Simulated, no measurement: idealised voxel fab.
Herein follows the process module entitled voxel gate over fins.
280 nm wide, 5 nm square cells: that's cross-section cut.
In what follows, cross-sections appear as grids of square cells, described through bands that run from the top down, where every band is one or more rows of cells.
Heights first: top, then bottom, in nm. Then materials, left to right, each with a width in nm. "all across" on a single material: fills the band edge to edge. "blank": empty space.
The reference from which all heights are counted is 0, the level beneath which the as-received wafer is entirely one material; the lowest band, having no lower bound, proceeds downward and is written after the example "z 0 and below".
The expression "30..40" gives the width at the extremes of the band, the first number at its top row of cells and the second at its bottom row, with the width changing by equal amounts from each row to the next in between.
Step note "stayed the same" = no cross-section cell changed.
This entry, "Closed void listing", enumerates those empty regions of no fewer than 8 cells that possess no open connection to the top. Each region is reported in the form width x height at distance, the distance being taken from the left edge, with all three quantities expressed in nm.
Where a step's line continues beyond its settings, the continuation is a remark by the simulator itself on that step.
A step's line can hold "overlay nm"; with a mask on that step, the setting says how far right of the planned place the mask lay, while a negative setting says it lay to the left.

Process steps - plan
1) RECEIVE with material Si
2) CONFORMAL_DEP with material SiN, thk nm 10
3) PATTERN with tone cover, mask id FINS, material resist, width nm 15, pitch nm 45, thk nm 20, overlay nm 0
4) DIRECTIONAL_ETCH with etch materials SiN, depth nm 10
5) DIRECTIONAL_ETCH with etch materials Si, depth nm 35
6) STRIP with etch materials resist
7) OXIDIZE with depth nm 5
8) FILL_DEP with material SiO2, thk nm 10
9) CMP with height nm 10
10) SELECTIVE_ETCH with etch materials SiO2, depth nm 20
11) STRIP with etch materials SiN
12) CONFORMAL_DEP with material HfO2, thk nm 5
13) CONFORMAL_DEP with material TiN, thk nm 5
14) CONFORMAL_DEP with material TiAl, thk nm 5
15) CONFORMAL_DEP with material TiN, thk nm 5
16) FILL_DEP with material W, thk nm 10
17) CMP with height nm 25
18) CONFORMAL_DEP with material SiN, thk nm 10

As-received state of the wafer in cross-section, equivalent to post-step 1
- z 0 and below  Si all across
- Closed void listing: none

First of two wafers: cross-section at end of module, run per plan
- z 35 to 25  SiN all across
- z 25 to 20  W all across
- z 20 to 15  W (95) | TiN (90) | W (95)
- z 15 to 10  W (95) | TiN (5) | TiAl (35) | TiN (10) | TiAl (35) | TiN (5) | W (95)
- z 10 to 5  TiN (100) | TiAl (5) | TiN (25) | TiAl (5) | TiN (10) | TiAl (5) | TiN (25) | TiAl (5) | TiN (100)
- z 5 to 0  TiAl (105) | TiN (5) | HfO2 (15) | TiN (5) | TiAl (20) | TiN (5) | HfO2 (15) | TiN (5) | TiAl (105)
- z 0 to -5  TiN (110) | HfO2 (5) | Si (5) | HfO2 (5) | TiN (30) | HfO2 (5) | Si (5) | HfO2 (5) | TiN (110)
- z -5 to -10  HfO2 (115) | Si (5) | HfO2 (40) | Si (5) | HfO2 (115)
- z -10 to -40  SiO2 (115) | Si (5) | SiO2 (40) | Si (5) | SiO2 (115)
- z -40 and below  Si all across
- Closed void listing: none

Cross-sectional view: second of two wafers, end of module; start and plan identical to the first, one mistake in running
- z 35 to 25  SiN all across
- z 25 to 20  W all across
- z 20 to 15  W (85) | TiN (90) | W (105)
- z 15 to 10  W (85) | TiN (5) | TiAl (35) | TiN (10) | TiAl (35) | TiN (5) | W (105)
- z 10 to 5  TiN (90) | TiAl (5) | TiN (25) | TiAl (5) | TiN (10) | TiAl (5) | TiN (25) | TiAl (5) | TiN (110)
- z 5 to 0  TiAl (95) | TiN (5) | HfO2 (15) | TiN (5) | TiAl (20) | TiN (5) | HfO2 (15) | TiN (5) | TiAl (115)
- z 0 to -5  TiN (100) | HfO2 (5) | Si (5) | HfO2 (5) | TiN (30) | HfO2 (5) | Si (5) | HfO2 (5) | TiN (120)
- z -5 to -10  HfO2 (105) | Si (5) | HfO2 (40) | Si (5) | HfO2 (125)
- z -10 to -40  SiO2 (105) | Si (5) | SiO2 (40) | Si (5) | SiO2 (125)
- z -40 and below  Si all across
- Closed void listing: none
Nonconformance to the process plan: step 3 off recipe, ran as PATTERN with tone cover, mask id FINS, material resist, width nm 15, pitch nm 45, thk nm 20, overlay nm -10
Comparing end states, the material composition by cell count is preserved from the first wafer to the second, while the locations of the cells are not.
